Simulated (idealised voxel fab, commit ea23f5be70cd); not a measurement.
Module name: voxel gate over fins (process module)
For reference, the cross-section in this document is cut, with width 250 nm and square cells of 5 nm.
Bands, listed from the top down, are how a cross-section gets written in this document; the cross-section itself is a grid of square cells, and a band is one or more rows of them.
Quick guide to a band line: top height, bottom height (nm) up front; then every material left to right with its width in nm. Only one material and it's marked "throughout"? Then it fills the band edge to edge. And "empty" just means empty space.
Counting heights begins at 0, where everything beneath is, in the wafer as received, one material. The lowest band has no bottom; it goes on downwards, as "0 and below" shows.
A width such as "30 to 40" changes by the same amount from each row of cells to the next, from the band's top row to its bottom row.
"nothing was modified" after a step means that no cell of the cross-section changed.
"Sealed void inventory": empty spaces of 8 cells or more with no open way to the top, each given as width x height at distance, distance from the left edge, all in nm.
The remark found on a step's line after its settings is issued by the simulator itself and pertains to that step.
The line of a step may include "overlay nm". On a step with a mask, this value is how far to the right of its planned place the mask lay. A negative value means the mask lay to the left.
# The process steps that were planned are listed below
| 1 | RECEIVE: material Si |
| 2 | CONFORMAL_DEP: material SiN, thk nm 5 |
| 3 | MASKED_ETCH: tone cover, mask id FINS, width nm 15, pitch nm 35, etch materials SiN, depth nm 5, overlay nm 0 |
| 4 | MASKED_ETCH: tone cover, mask id FINS, width nm 15, pitch nm 35, etch materials Si, depth nm 40, overlay nm 0 |
| 5 | FILL_DEP: material SiO2, thk nm 15 |
| 6 | CMP: height nm 5 |
| 7 | SELECTIVE_ETCH: etch materials SiO2, depth nm 15 |
| 8 | STRIP: etch materials SiN |
| 9 | CONFORMAL_DEP: material HfO2, thk nm 5 |
| 10 | CONFORMAL_DEP: material TiN, thk nm 5 |
| 11 | FILL_DEP: material W, thk nm 10 |
| 12 | CMP: height nm 15 |
| 13 | CONFORMAL_DEP: material SiN, thk nm 5 |
# This is the cross-section of the wafer as we received it, i.e. after step 1
0 and below: Si throughout
Sealed void inventory: none
# First of two wafers at the end of the module, shown in cross-section; run carried out as planned
20 down to 15: SiN throughout
15 down to 10: W throughout
10 down to 5: 90 of W / 70 of TiN / 90 of W
5 down to 0: 90 of W / 5 of TiN / 25 of HfO2 / 10 of TiN / 25 of HfO2 / 5 of TiN / 90 of W
0 down to -5: 95 of TiN / 5 of HfO2 / 15 of Si / 5 of HfO2 / 10 of TiN / 5 of HfO2 / 15 of Si / 5 of HfO2 / 95 of TiN
-5 down to -10: 100 of HfO2 / 15 of Si / 20 of HfO2 / 15 of Si / 100 of HfO2
-10 down to -40: 100 of SiO2 / 15 of Si / 20 of SiO2 / 15 of Si / 100 of SiO2
-40 and below: Si throughout
Sealed void inventory: none
# Cross-sectional view of the second of two wafers upon completion of the module. This wafer shared its starting condition and process plan with the first; one error was made during its execution
20 down to 15: SiN throughout
15 down to 10: TiN throughout
10 down to 5: HfO2 throughout
5 down to 0: TiN throughout
0 and below: Si throughout
Sealed void inventory: none
Diagnosis: step 2 ran with different settings than intended, the actual operation and settings being CONFORMAL_DEP: material TiN, thk nm 5
Looking at both finished wafers in cells, the second ends up ahead of or behind the first on some materials: 8 fewer of HfO2; 352 more of Si; 264 fewer of SiO2; 42 more of TiN; 122 fewer of W
